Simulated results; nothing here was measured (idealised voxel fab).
The following is a process module called voxel capacitor over wiring.
For reference, the cross-section in this document is cut, with width 170 nm and square cells of 5 nm.
Think of the cross-section as a grid of square cells. We describe it in bands, top to bottom, and each band covers one or more rows of those cells. Each band's line starts with the height of the band's top and of its bottom, in nm. Then come its materials from left to right, each with its width in nm. One material with "edge to edge" fills the band from edge to edge. "air" is empty space. The level at which height equals 0 is the one under which the wafer, as it arrives, is entirely one material. No lower edge exists for the bottom band, which continues downward and is notated as in "0 down". Top row gets the first number, bottom row gets the second, and each row in between changes by the same step: that is how a band width like "30 to 40" works. Step marked "identical to before"? Then no cell in the cross-section changed in it. The entry "Closed cavities" lists the empty spaces that cover at least 8 cells and have no open path to the top. Each is written as width x height at distance, where the distance is measured from the left edge and all three values are in nm. Whatever follows a step's settings on its line is a remark the simulator itself makes about that step. overlay nm: for a step with a mask, the amount by which the mask lay right of where it was planned; a negative amount means left of it.

BELOW IS THE LIST OF PLANNED PROCESS STEPS
1 RECEIVE, material Si
2 CONFORMAL_DEP, material SiO2, thk nm 15
3 CONFORMAL_DEP, material SiN, thk nm 5
4 DIRECTIONAL_DEP, material SiO2, thk nm 25
5 DIRECTIONAL_DEP, material aC, thk nm 15
6 PATTERN, tone open, mask id METAL_1, material resist, width nm 30, pitch nm 90, thk nm 30, overlay nm 0
7 DIRECTIONAL_ETCH, etch materials aC, depth nm 15
8 STRIP, etch materials resist
9 DIRECTIONAL_ETCH, etch materials SiO2, depth nm 25
10 DIRECTIONAL_ETCH, etch materials SiN, depth nm 5
11 STRIP, etch materials aC
12 CONFORMAL_DEP, material TiN, thk nm 5
13 FILL_DEP, material Cu, thk nm 10
14 CMP, height nm 45
15 CONFORMAL_DEP, material SiCN, thk nm 5
16 DIRECTIONAL_DEP, material SiO2, thk nm 15
17 PATTERN, tone open, mask id PLUG_1, material resist, width nm 15, thk nm 20, overlay nm 0
18 DIRECTIONAL_ETCH, etch materials SiO2, depth nm 15
19 DIRECTIONAL_ETCH, etch materials SiCN, depth nm 5
20 STRIP, etch materials resist
21 CONFORMAL_DEP, material TiN, thk nm 5
22 FILL_DEP, material W, thk nm 5
23 CMP, height nm 65
24 DIRECTIONAL_DEP, material TiN, thk nm 5
25 DIRECTIONAL_DEP, material SiN, thk nm 5
26 DIRECTIONAL_DEP, material TiN, thk nm 5
27 MASKED_ETCH, tone cover, mask id UPPER_PLATE, width nm 65, etch materials TiN, depth nm 5, overlay nm 0
28 MASKED_ETCH, tone cover, mask id UPPER_PLATE, width nm 65, etch materials SiN, depth nm 5, overlay nm 0
29 DIRECTIONAL_DEP, material aC, thk nm 15
30 PATTERN, tone cover, mask id LOWER_PLATE, material resist, width nm 75, thk nm 35, overlay nm 0
31 DIRECTIONAL_ETCH, etch materials aC, depth nm 15
32 STRIP, etch materials resist
33 DIRECTIONAL_ETCH, etch materials TiN, depth nm 5
34 STRIP, etch materials aC
35 FILL_DEP, material SiO2, thk nm 15
36 CMP, height nm 90
37 MASKED_ETCH, tone open, mask id PLUG_2, width nm 15, etch materials SiO2, depth nm 10, overlay nm 0
38 CONFORMAL_DEP, material TiN, thk nm 5
39 FILL_DEP, material Cu, thk nm 5
40 CMP, height nm 90
41 CONFORMAL_DEP, material SiCN, thk nm 5

CROSS-SECTION OF THE INCOMING WAFER, STATE AFTER STEP 1
  0 down  Si edge to edge
  Closed cavities: none

BELOW IS THE WAFER IN CROSS-SECTION AFTER THE MODULE WAS COMPLETED. IT BEGAN FROM THE STARTING POINT SHOWN ABOVE AND FOLLOWED THE PLAN SHOWN ABOVE, EXCEPT THAT ONE MISTAKE WAS MADE WHILE RUNNING IT
  95 to 90  SiCN edge to edge
  90 to 85  Cu edge to edge
  85 to 80  TiN edge to edge
  80 to 75  SiO2: 40, TiN: 65, SiO2: 65
  75 to 70  SiO2: 40, SiN: 65, SiO2: 65
  70 to 65  SiO2: 35, TiN: 75, SiO2: 60
  65 to 50  SiO2: 40, TiN: 5, W: 5, TiN: 5, SiO2: 115
  50 to 45  SiCN: 40, TiN: 15, SiCN: 115
  45 to 20  SiO2: 25, TiN: 5, Cu: 20, TiN: 5, SiO2: 60, TiN: 5, Cu: 20, TiN: 5, SiO2: 25
  20 to 15  SiN: 25, TiN: 30, SiN: 60, TiN: 30, SiN: 25
  15 to 0  SiO2 edge to edge
  0 down  Si edge to edge
  Closed cavities: none
The plan and the run diverged here: step 36 was processed under conditions differing from the plan, specifically as CMP, height nm 80
